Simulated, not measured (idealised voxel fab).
Module name: voxel self aligned vias (process module)
The cross-section on display is named cut; it measures 180 nm wide, and its cells are 5 nm squares.
In what follows, cross-sections appear as grids of square cells, described through bands that run from the top down, where every band is one or more rows of cells. Heads up on the band format: heights come first, top then bottom, in nm. After that it's the materials left to right, each with its width in nm. A single material flagged "throughout" fills the whole band edge to edge, and "air" means there's empty space there. It should be noted that heights are counted from 0, beneath which the wafer as supplied is of one material throughout, and that the lowest band possesses no lower boundary but continues downward, as written in "0 nm and below". The notation "30..40" denotes a width that varies across the rows of cells in the band, beginning at the first number in the top row, finishing at the second number in the bottom row, and changing by an identical amount from each row to the next. The cross-section has no changed cell in any step marked "everything unchanged". Closed-off voids of 8+ cells (no open route to the top) go in "Closed internal cavities", written width x height at distance from the left edge, in nm. On each step's line, the part that comes after the settings is the simulator's own comment on the step. "overlay nm" denotes, for a step that has a mask, the displacement of the mask to the right of its planned place, with negative values corresponding to the left.

-- The following list gives the planned process steps
1 RECEIVE (material Si)
2 CONFORMAL_DEP (material SiO2; thk nm 15)
3 CONFORMAL_DEP (material SiCN; thk nm 5)
4 DIRECTIONAL_DEP (material SiO2; thk nm 25)
5 PATTERN (tone open; mask id LINES; material resist; width nm 20; pitch nm 70; thk nm 20; overlay nm 0)
6 DIRECTIONAL_ETCH (etch materials SiO2; depth nm 25)
7 STRIP (etch materials resist)
8 CONFORMAL_DEP (material TiN; thk nm 5)
9 FILL_DEP (material Ru; thk nm 5)
10 CMP (height nm 45)
11 SELECTIVE_ETCH (etch materials W Ru TiN; depth nm 5)
12 FILL_DEP (material SiN; thk nm 5)
13 CMP (height nm 45)
14 DIRECTIONAL_DEP (material SiO2; thk nm 15)
15 PATTERN (tone open; mask id VIAS; material resist; width nm 40; pitch nm 70; thk nm 20; overlay nm 0)
16 DIRECTIONAL_ETCH (etch materials SiO2; depth nm 15)
17 DIRECTIONAL_ETCH (etch materials SiN; depth nm 5)
18 STRIP (etch materials resist)
19 CONFORMAL_DEP (material TiN; thk nm 5)
20 FILL_DEP (material Cu; thk nm 10)
21 CMP (height nm 60)
22 CONFORMAL_DEP (material SiN; thk nm 5)

-- Cross-section, incoming material, after step 1
* 0 nm and below | Si throughout
* Closed internal cavities: none

-- First of two wafers, end-of-module section, run followed plan
* 65 nm to 60 nm | SiN throughout
* 60 nm to 50 nm | SiO2 35 nm, then TiN 5 nm, then Cu 30 nm, then TiN 5 nm, then SiO2 30 nm, then TiN 5 nm, then Cu 30 nm, then TiN 5 nm, then SiO2 35 nm
* 50 nm to 45 nm | SiO2 35 nm, then TiN 15 nm, then Cu 10 nm, then TiN 15 nm, then SiO2 30 nm, then TiN 15 nm, then Cu 10 nm, then TiN 15 nm, then SiO2 35 nm
* 45 nm to 40 nm | SiO2 45 nm, then TiN 20 nm, then SiO2 50 nm, then TiN 20 nm, then SiO2 45 nm
* 40 nm to 25 nm | SiO2 45 nm, then TiN 5 nm, then Ru 10 nm, then TiN 5 nm, then SiO2 50 nm, then TiN 5 nm, then Ru 10 nm, then TiN 5 nm, then SiO2 45 nm
* 25 nm to 20 nm | SiO2 45 nm, then TiN 20 nm, then SiO2 50 nm, then TiN 20 nm, then SiO2 45 nm
* 20 nm to 15 nm | SiCN throughout
* 15 nm to 0 nm | SiO2 throughout
* 0 nm and below | Si throughout
* Closed internal cavities: none

-- Cross-sectional view of the second of two wafers upon completion of the module. This wafer shared its starting condition and process plan with the first; one error was made during its execution
* 65 nm to 60 nm | SiN throughout
* 60 nm to 50 nm | SiO2 35 nm, then TiN 5 nm, then Cu 30 nm, then TiN 5 nm, then SiO2 30 nm, then TiN 5 nm, then Cu 30 nm, then TiN 5 nm, then SiO2 35 nm
* 50 nm to 45 nm | SiO2 35 nm, then TiN 40 nm, then SiO2 30 nm, then TiN 40 nm, then SiO2 35 nm
* 45 nm to 40 nm | SiCN throughout
* 40 nm to 0 nm | SiO2 throughout
* 0 nm and below | Si throughout
* Closed internal cavities: none
Run error: step 3 ran in the slot meant for step 4, and vice versa
In the final state, the cell counts of the second wafer exceed or fall short of those of the first for the following materials: 4 fewer of Cu, 12 fewer of Ru, 40 more of SiO2, 24 fewer of TiN
